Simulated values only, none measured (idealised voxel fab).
process module | voxel trench capacitor
cross-section cut | 200 nm wide | cells 5 nm
A cross-section is a grid of square cells, given in bands from the top down. A band is one or more rows of cells.
Each band's line starts with the height of the band's top and of its bottom, in nm. Then come its materials from left to right, each with its width in nm. One material with "throughout" fills the band from edge to edge. "air" is empty space.
Height 0 is the level under which the wafer as received is all one material. The lowest band goes on downwards, as in "0 down".
A width such as "30 to 40" changes by the same amount from each row of cells to the next, from the band's top row to its bottom row.
"no change" after a step means that no cell of the cross-section changed.
closed voids: empty space of 8 cells or more with no open way to the top, each as width x height at its distance from the left edge, in nm
after a step's settings: what the simulator itself notes on the step
overlay nm, on a step with a mask: how far to the right of its planned place the mask lay; to the left if negative
plan
1 op RECEIVE | material Si
2 op CONFORMAL_DEP | material SiN | thk nm 10
3 op DIRECTIONAL_DEP | material aC | thk nm 10
4 op PATTERN | tone open | mask id TRENCH | material resist | width nm 25 | pitch nm 45 | thk nm 30 | overlay nm 0
5 op DIRECTIONAL_ETCH | etch materials aC | depth nm 10
6 op STRIP | etch materials resist
7 op DIRECTIONAL_ETCH | etch materials SiN | depth nm 10
8 op DIRECTIONAL_ETCH | etch materials Si | depth nm 35
9 op STRIP | etch materials aC
10 op CONFORMAL_DEP | material SiO2 | thk nm 5
11 op FILL_DEP | material polySi | thk nm 10
12 op CMP | height nm 10
as received, after step 1
  0 down: Si throughout
  closed voids: none
a wafer at the end: this start, this plan, one mistake
  25 to 15: polySi throughout
  15 to 10: SiO2 25 | polySi 15 | SiO2 30 | polySi 15 | SiO2 30 | polySi 15 | SiO2 30 | polySi 15 | SiO2 25
  10 to 0: SiN 20 | SiO2 5 | polySi 15 | SiO2 5 | SiN 20 | SiO2 5 | polySi 15 | SiO2 5 | SiN 20 | SiO2 5 | polySi 15 | SiO2 5 | SiN 20 | SiO2 5 | polySi 15 | SiO2 5 | SiN 20
  0 to -30: Si 20 | SiO2 5 | polySi 15 | SiO2 5 | Si 20 | SiO2 5 | polySi 15 | SiO2 5 | Si 20 | SiO2 5 | polySi 15 | SiO2 5 | Si 20 | SiO2 5 | polySi 15 | SiO2 5 | Si 20
  -30 to -35: Si 20 | SiO2 25 | Si 20 | SiO2 25 | Si 20 | SiO2 25 | Si 20 | SiO2 25 | Si 20
  -35 down: Si throughout
  closed voids: none
what went wrong: step 12 was left out
